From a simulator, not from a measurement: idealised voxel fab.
Documented hereafter: the process module known as voxel self aligned contacts.
In the cross-section labelled cut, the width is 290 nm and each square cell is 5 nm.
A cross-section is written here as square cells arranged in a grid, and it is given in bands from the top down, each band taking up one or more rows of cells. Heights first: top, then bottom, in nm. Then materials, left to right, each with a width in nm. "all across" on a single material: fills the band edge to edge. "air": empty space. Heads up on the height convention: 0 is the point under which the incoming wafer is all one material, and the lowest band has no bottom, it just keeps going down, like "0 and below". You'd read "30 to 40" like this: the band's top row of cells is as wide as the first number, its bottom row is as wide as the second, and going down, every row changes width by the same amount as the row before did. "remained unchanged" after a step means that no cell of the cross-section changed. In the "closed voids" entry, you get each enclosed empty space of 8 cells or more, one with no open way to the top, written width x height at distance, distance from the left edge, in nm. Read whatever lies past the settings on a step's line as the simulator's own remark about the step. overlay nm: step with mask; distance mask lay right of planned place; negative value = left of planned place.
**Steps in the process plan**
1. RECEIVE [material Si]
2. OXIDIZE [depth nm 5]
3. DIRECTIONAL_DEP [material polySi] [thk nm 20]
4. DIRECTIONAL_DEP [material SiN] [thk nm 20]
5. DIRECTIONAL_DEP [material aC] [thk nm 15]
6. PATTERN [tone cover] [mask id GATE] [material resist] [width nm 30] [pitch nm 70] [thk nm 30] [overlay nm 0]
7. DIRECTIONAL_ETCH [etch materials aC] [depth nm 15]
8. STRIP [etch materials resist]
9. DIRECTIONAL_ETCH [etch materials SiN] [depth nm 20]
10. DIRECTIONAL_ETCH [etch materials polySi] [depth nm 20]
11. STRIP [etch materials aC]
12. CONFORMAL_DEP [material SiN] [thk nm 10]
13. DIRECTIONAL_ETCH [etch materials SiN] [depth nm 10]
14. FILL_DEP [material SiO2] [thk nm 20]
15. CMP [height nm 50]
16. DIRECTIONAL_DEP [material aC] [thk nm 15]
17. PATTERN [tone open] [mask id CONTACT] [material resist] [width nm 50] [thk nm 30] [overlay nm 0]
18. DIRECTIONAL_ETCH [etch materials aC] [depth nm 15]
19. STRIP [etch materials resist]
20. DIRECTIONAL_ETCH [etch materials SiO2] [depth nm 55]
21. STRIP [etch materials aC]
22. CONFORMAL_DEP [material TiN] [thk nm 5]
23. FILL_DEP [material Ru] [thk nm 10]
24. CMP [height nm 50]
25. CONFORMAL_DEP [material SiN] [thk nm 5]
**Delivered wafer in cross-section: state after step 1**
  0 and below  Si all across
  closed voids: none
**One mistake in running the module, otherwise start and plan as above: cross-section at the end**
  55 down to 50  SiN all across
  50 down to 40  SiO2=120 / polySi=5 to 20 / Ru=40 to 10 / polySi=5 to 20 / SiO2=120
  40 down to 20  SiO2=85 / SiN=50 / polySi=5 / Ru=10 / polySi=5 / SiN=50 / SiO2=85
  20 down to 0  SiO2=85 / SiN=10 / polySi=30 / SiN=10 / polySi=5 / Ru=10 / polySi=5 / SiN=10 / polySi=30 / SiN=10 / SiO2=85
  0 down to -5  SiO2=135 / polySi=20 / SiO2=135
  -5 and below  Si all across
  closed voids: none
Error vs. plan: in deviation from the planned setting, step 22 was conducted as CONFORMAL_DEP [material polySi] [thk nm 5]
